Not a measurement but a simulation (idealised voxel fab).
Process module name: voxel released beams
Each square cell in cross-section cut measures 5 nm, and the section as a whole is 235 nm wide.
A cross-section in this document is a grid of square cells, and it is written down as bands, the top band listed before the ones below it; a band is made up of one or more rows of cells.
Quick guide to a band line: top height, bottom height (nm) up front; then every material left to right with its width in nm. Only one material and it's marked "everywhere"? Then it fills the band edge to edge. And "empty" just means empty space.
Where do heights start? At 0: under that level the wafer as delivered is made of one material only. And the lowest band has no floor; it just carries on downward, as in "0 nm and below".
The width entry "30->40" should be interpreted row by row: the top row of cells in the band takes the first number, the bottom row takes the second number, and the change between adjacent rows is uniform throughout.
"no modifications" means the step left every cell of the cross-section as it was.
Look at "Sealed-off cavities" for the closed voids: empty spaces with no open path to the top, sized 8 cells or up. Each is width x height at distance, distance from the left edge, all nm.
The remark found on a step's line after its settings is issued by the simulator itself and pertains to that step.
On any step carrying a mask, the "overlay nm" setting, if present on the step's line, tells how far right of its planned place the mask lay; negative values point to the left.

[Planned process steps]
1. RECEIVE [material Si]
2. CONFORMAL_DEP [material Al2O3] [thk nm 5]
3. DIRECTIONAL_DEP [material SiO2] [thk nm 20]
4. MASKED_ETCH [tone open] [mask id ANCHOR] [width nm 30] [etch materials SiO2] [depth nm 20] [overlay nm 0]
5. CONFORMAL_DEP [material W] [thk nm 10]
6. MASKED_ETCH [tone cover] [mask id BEAM] [width nm 100] [etch materials W] [depth nm 10] [overlay nm 0]
7. STRIP [etch materials SiO2]

[Cross-section of the wafer at receipt, which is the condition after step 1]
- 0 nm and below  Si everywhere
- Sealed-off cavities: none

[Wafer at module end, in section. Began as above, planned as above, run with one mistake]
- 25 nm to 5 nm  70 SiO2, then 30 empty, then 135 SiO2
- 5 nm to 0 nm  Al2O3 everywhere
- 0 nm and below  Si everywhere
- Sealed-off cavities: none
What was done differently from what was planned? rather than as planned, step 7 actually ran as STRIP [etch materials W]
